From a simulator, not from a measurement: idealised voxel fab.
The process module presented herein is designated voxel transistor to metal.
Cross-sectional view cut (width: 210 nm; square cell size: 5 nm).
Cross-section layout: square cells on a grid; listed as bands, top to bottom; a band spans one or more cell rows.
First you get the band's top height and its bottom height, in nm, and then the materials it's made of, left to right, with each width in nm. If you see a single material with "full width", that one covers the band edge to edge. "blank" is empty space.
Height reference: 0 = level under which incoming wafer is all one material. Lowest band: no bottom, runs on downward, e.g. "0 nm and below".
Graded width ("30 to 40"): value in top row of band = first number; value in bottom row = second number; row-to-row change constant.
The cross-section has no changed cell in any step marked "all unchanged".
You'll see "Internal closed voids" listing empty spaces that have no way open to the top, as long as they're 8 cells or more; the notation is width x height at distance, where the distance is from the left edge, and all of it is in nm.
Formally, on a step line, whatever follows the settings is a remark that the simulator itself makes on the step.
Regarding "overlay nm": on a step with a mask, it is the distance the mask lay to the right of its planned place; a negative value places it to the left.

**Process steps (planned)**
step 1: RECEIVE [material Si]
step 2: CONFORMAL_DEP [material SiO2] [thk nm 5]
step 3: CONFORMAL_DEP [material SiN] [thk nm 15]
step 4: DIRECTIONAL_DEP [material aC] [thk nm 10]
step 5: PATTERN [tone cover] [mask id ACTIVE] [material resist] [width nm 85] [thk nm 30] [overlay nm 0]
step 6: DIRECTIONAL_ETCH [etch materials aC] [depth nm 10]
step 7: STRIP [etch materials resist]
step 8: DIRECTIONAL_ETCH [etch materials SiN] [depth nm 15]
step 9: DIRECTIONAL_ETCH [etch materials SiO2] [depth nm 5]
step 10: DIRECTIONAL_ETCH [etch materials Si] [depth nm 25]
step 11: STRIP [etch materials aC]
step 12: OXIDIZE [depth nm 5]
step 13: FILL_DEP [material SiO2] [thk nm 15]
step 14: CMP [height nm 20]
step 15: SELECTIVE_ETCH [etch materials SiO2] [depth nm 5]
step 16: STRIP [etch materials SiN]
step 17: SELECTIVE_ETCH [etch materials SiO2] [depth nm 5]
step 18: OXIDIZE [depth nm 5]
step 19: DIRECTIONAL_DEP [material polySi] [thk nm 20]
step 20: DIRECTIONAL_DEP [material SiCN] [thk nm 15]
step 21: MASKED_ETCH [tone cover] [mask id GATE] [width nm 15] [etch materials SiCN] [depth nm 25] [overlay nm 0]
step 22: MASKED_ETCH [tone cover] [mask id GATE] [width nm 15] [etch materials polySi] [depth nm 30] [overlay nm 0]
step 23: CONFORMAL_DEP [material SiO2] [thk nm 5]
step 24: DIRECTIONAL_ETCH [etch materials SiO2] [depth nm 5]
step 25: CONFORMAL_DEP [material SiN] [thk nm 5]
step 26: DIRECTIONAL_ETCH [etch materials SiN] [depth nm 5]
step 27: DIRECTIONAL_ETCH [etch materials SiO2] [depth nm 5]
step 28: DIRECTIONAL_ETCH [etch materials Si] [depth nm 5]
step 29: EPI [material pSi] [thk nm 10]
step 30: FILL_DEP [material SiO2] [thk nm 5]
step 31: CMP [height nm 35]
step 32: DIRECTIONAL_DEP [material SiO2] [thk nm 15]
step 33: PATTERN [tone open] [mask id CONTACT] [material resist] [width nm 25] [pitch nm 50] [thk nm 15] [overlay nm 0]
step 34: DIRECTIONAL_ETCH [etch materials SiO2] [depth nm 50]
step 35: STRIP [etch materials resist]
step 36: CONFORMAL_DEP [material TiN] [thk nm 5]
step 37: FILL_DEP [material Ru] [thk nm 10]
step 38: CMP [height nm 50]
step 39: CONFORMAL_DEP [material SiCN] [thk nm 5]
step 40: DIRECTIONAL_DEP [material lowk] [thk nm 15]
step 41: DIRECTIONAL_DEP [material aC] [thk nm 15]
step 42: PATTERN [tone open] [mask id METAL_1] [material resist] [width nm 15] [pitch nm 60] [thk nm 30] [overlay nm 0]
step 43: DIRECTIONAL_ETCH [etch materials aC] [depth nm 15]
step 44: STRIP [etch materials resist]
step 45: DIRECTIONAL_ETCH [etch materials lowk] [depth nm 15]
step 46: DIRECTIONAL_ETCH [etch materials SiCN] [depth nm 5]
step 47: STRIP [etch materials aC]
step 48: CONFORMAL_DEP [material TiN] [thk nm 5]
step 49: FILL_DEP [material Ru] [thk nm 10]
step 50: CMP [height nm 70]
step 51: CONFORMAL_DEP [material SiCN] [thk nm 5]
step 52: DIRECTIONAL_DEP [material SiO2] [thk nm 35]
step 53: DIRECTIONAL_DEP [material aC] [thk nm 15]
step 54: PATTERN [tone open] [mask id METAL_2] [material resist] [width nm 15] [pitch nm 60] [thk nm 35] [overlay nm -15]
step 55: DIRECTIONAL_ETCH [etch materials aC] [depth nm 15]
step 56: STRIP [etch materials resist]
step 57: DIRECTIONAL_ETCH [etch materials SiO2] [depth nm 20]
step 58: STRIP [etch materials aC]
step 59: MASKED_ETCH [tone open] [mask id METAL_2_HOLES] [width nm 15] [pitch nm 60] [etch materials SiO2] [depth nm 15] [overlay nm 0]
step 60: MASKED_ETCH [tone open] [mask id METAL_2_HOLES] [width nm 15] [pitch nm 60] [etch materials SiCN] [depth nm 5] [overlay nm 0]
step 61: CONFORMAL_DEP [material TiN] [thk nm 5]
step 62: FILL_DEP [material Cu] [thk nm 5]
step 63: CMP [height nm 110]
step 64: CONFORMAL_DEP [material SiN] [thk nm 5]
The plan shows the overlay nm of step 54 as the first wafer had it; this setting differs between the wafers, which start out alike.

**Step 1 complete: as-received cross-section of the first of several wafers**
	0 nm and below = Si full width
	Internal closed voids: none

**Cross-sectional representation of the first of several wafers at the end of the module, i.e. after its terminal step, step 64**
	115 nm to 110 nm = SiN full width
	110 nm to 100 nm = SiO2 (50)  TiN (5)  Cu (20)  TiN (5)  SiO2 (30)  TiN (5)  Cu (20)  TiN (5)  SiO2 (70)
	100 nm to 95 nm = SiO2 (50)  TiN (5)  Cu (5)  TiN (20)  SiO2 (30)  TiN (5)  Cu (5)  TiN (20)  SiO2 (70)
	95 nm to 90 nm = SiO2 (50)  TiN (15)  SiO2 (45)  TiN (15)  SiO2 (85)
	90 nm to 75 nm = SiO2 full width
	75 nm to 70 nm = SiCN full width
	70 nm to 55 nm = lowk (65)  TiN (5)  Ru (5)  TiN (5)  lowk (45)  TiN (5)  Ru (5)  TiN (5)  lowk (70)
	55 nm to 50 nm = SiCN (65)  TiN (15)  SiCN (45)  TiN (15)  SiCN (70)
	50 nm to 40 nm = SiO2 (65)  TiN (5)  Ru (15)  TiN (5)  SiO2 (25)  TiN (5)  Ru (15)  TiN (5)  SiO2 (70)
	40 nm to 35 nm = SiO2 (65)  TiN (5)  Ru (10)  TiN (10)  SiO2 (25)  TiN (10)  Ru (10)  TiN (5)  SiO2 (70)
	35 nm to 20 nm = SiO2 (65)  TiN (5)  Ru (10)  TiN (5)  SiN (5)  SiO2 (5)  SiCN (15)  SiO2 (5)  SiN (5)  TiN (5)  Ru (10)  TiN (5)  SiO2 (70)
	20 nm to 10 nm = SiO2 (65)  TiN (5)  Ru (10)  TiN (5)  SiN (5)  SiO2 (5)  polySi (15)  SiO2 (5)  SiN (5)  TiN (5)  Ru (10)  TiN (5)  SiO2 (70)
	10 nm to 5 nm = SiO2 (60)  SiN (5)  TiN (20)  SiN (5)  SiO2 (5)  polySi (15)  SiO2 (5)  SiN (5)  TiN (20)  SiN (5)  SiO2 (65)
	5 nm to 0 nm = SiO2 (60)  SiN (5)  TiN (10)  pSi (10)  SiN (5)  SiO2 (5)  polySi (15)  SiO2 (5)  SiN (5)  pSi (10)  TiN (10)  SiN (5)  SiO2 (65)
	0 nm to -5 nm = SiO2 (65)  pSi (20)  SiO2 (35)  pSi (20)  SiO2 (70)
	-5 nm to -10 nm = SiO2 (65)  pSi (20)  Si (35)  pSi (20)  SiO2 (70)
	-10 nm to -30 nm = SiO2 (65)  Si (75)  SiO2 (70)
	-30 nm and below = Si full width
	Internal closed voids: none

**Cross-section, module end, final of several wafers**
	115 nm to 110 nm = SiN full width
	110 nm to 100 nm = SiO2 (65)  TiN (5)  Cu (20)  TiN (5)  SiO2 (30)  TiN (5)  Cu (20)  TiN (5)  SiO2 (55)
	100 nm to 95 nm = SiO2 (65)  TiN (20)  Cu (5)  TiN (5)  SiO2 (30)  TiN (20)  Cu (5)  TiN (5)  SiO2 (55)
	95 nm to 90 nm = SiO2 (80)  TiN (15)  SiO2 (45)  TiN (15)  SiO2 (55)
	90 nm to 75 nm = SiO2 full width
	75 nm to 70 nm = SiCN full width
	70 nm to 55 nm = lowk (65)  TiN (5)  Ru (5)  TiN (5)  lowk (45)  TiN (5)  Ru (5)  TiN (5)  lowk (70)
	55 nm to 50 nm = SiCN (65)  TiN (15)  SiCN (45)  TiN (15)  SiCN (70)
	50 nm to 40 nm = SiO2 (65)  TiN (5)  Ru (15)  TiN (5)  SiO2 (25)  TiN (5)  Ru (15)  TiN (5)  SiO2 (70)
	40 nm to 35 nm = SiO2 (65)  TiN (5)  Ru (10)  TiN (10)  SiO2 (25)  TiN (10)  Ru (10)  TiN (5)  SiO2 (70)
	35 nm to 20 nm = SiO2 (65)  TiN (5)  Ru (10)  TiN (5)  SiN (5)  SiO2 (5)  SiCN (15)  SiO2 (5)  SiN (5)  TiN (5)  Ru (10)  TiN (5)  SiO2 (70)
	20 nm to 10 nm = SiO2 (65)  TiN (5)  Ru (10)  TiN (5)  SiN (5)  SiO2 (5)  polySi (15)  SiO2 (5)  SiN (5)  TiN (5)  Ru (10)  TiN (5)  SiO2 (70)
	10 nm to 5 nm = SiO2 (60)  SiN (5)  TiN (20)  SiN (5)  SiO2 (5)  polySi (15)  SiO2 (5)  SiN (5)  TiN (20)  SiN (5)  SiO2 (65)
	5 nm to 0 nm = SiO2 (60)  SiN (5)  TiN (10)  pSi (10)  SiN (5)  SiO2 (5)  polySi (15)  SiO2 (5)  SiN (5)  pSi (10)  TiN (10)  SiN (5)  SiO2 (65)
	0 nm to -5 nm = SiO2 (65)  pSi (20)  SiO2 (35)  pSi (20)  SiO2 (70)
	-5 nm to -10 nm = SiO2 (65)  pSi (20)  Si (35)  pSi (20)  SiO2 (70)
	-10 nm to -30 nm = SiO2 (65)  Si (75)  SiO2 (70)
	-30 nm and below = Si full width
	Internal closed voids: none

**Below: a row per wafer. Contents at end of module: for every material, cells gained since receipt (+) or lost since receipt (-); then closed voids**
overlay nm -15 | +18 Cu | +42 Ru | -185 Si | +87 SiCN | +60 SiN | +716 SiO2 | +88 TiN | +108 lowk | +20 pSi | +12 polySi | Internal closed voids: none
overlay nm -10 | +14 Cu | +42 Ru | -185 Si | +85 SiCN | +60 SiN | +716 SiO2 | +94 TiN | +108 lowk | +20 pSi | +12 polySi | Internal closed voids: none
overlay nm -5 | +10 Cu | +42 Ru | -185 Si | +83 SiCN | +60 SiN | +716 SiO2 | +100 TiN | +108 lowk | +20 pSi | +12 polySi | Internal closed voids: none
overlay nm 0 | +14 Cu | +42 Ru | -185 Si | +81 SiCN | +60 SiN | +716 SiO2 | +98 TiN | +108 lowk | +20 pSi | +12 polySi | Internal closed voids: none
overlay nm 5 | +10 Cu | +42 Ru | -185 Si | +83 SiCN | +60 SiN | +716 SiO2 | +100 TiN | +108 lowk | +20 pSi | +12 polySi | Internal closed voids: none
overlay nm 10 | +14 Cu | +42 Ru | -185 Si | +85 SiCN | +60 SiN | +716 SiO2 | +94 TiN | +108 lowk | +20 pSi | +12 polySi | Internal closed voids: none
overlay nm 15 | +18 Cu | +42 Ru | -185 Si | +87 SiCN | +60 SiN | +716 SiO2 | +88 TiN | +108 lowk | +20 pSi | +12 polySi | Internal closed voids: none
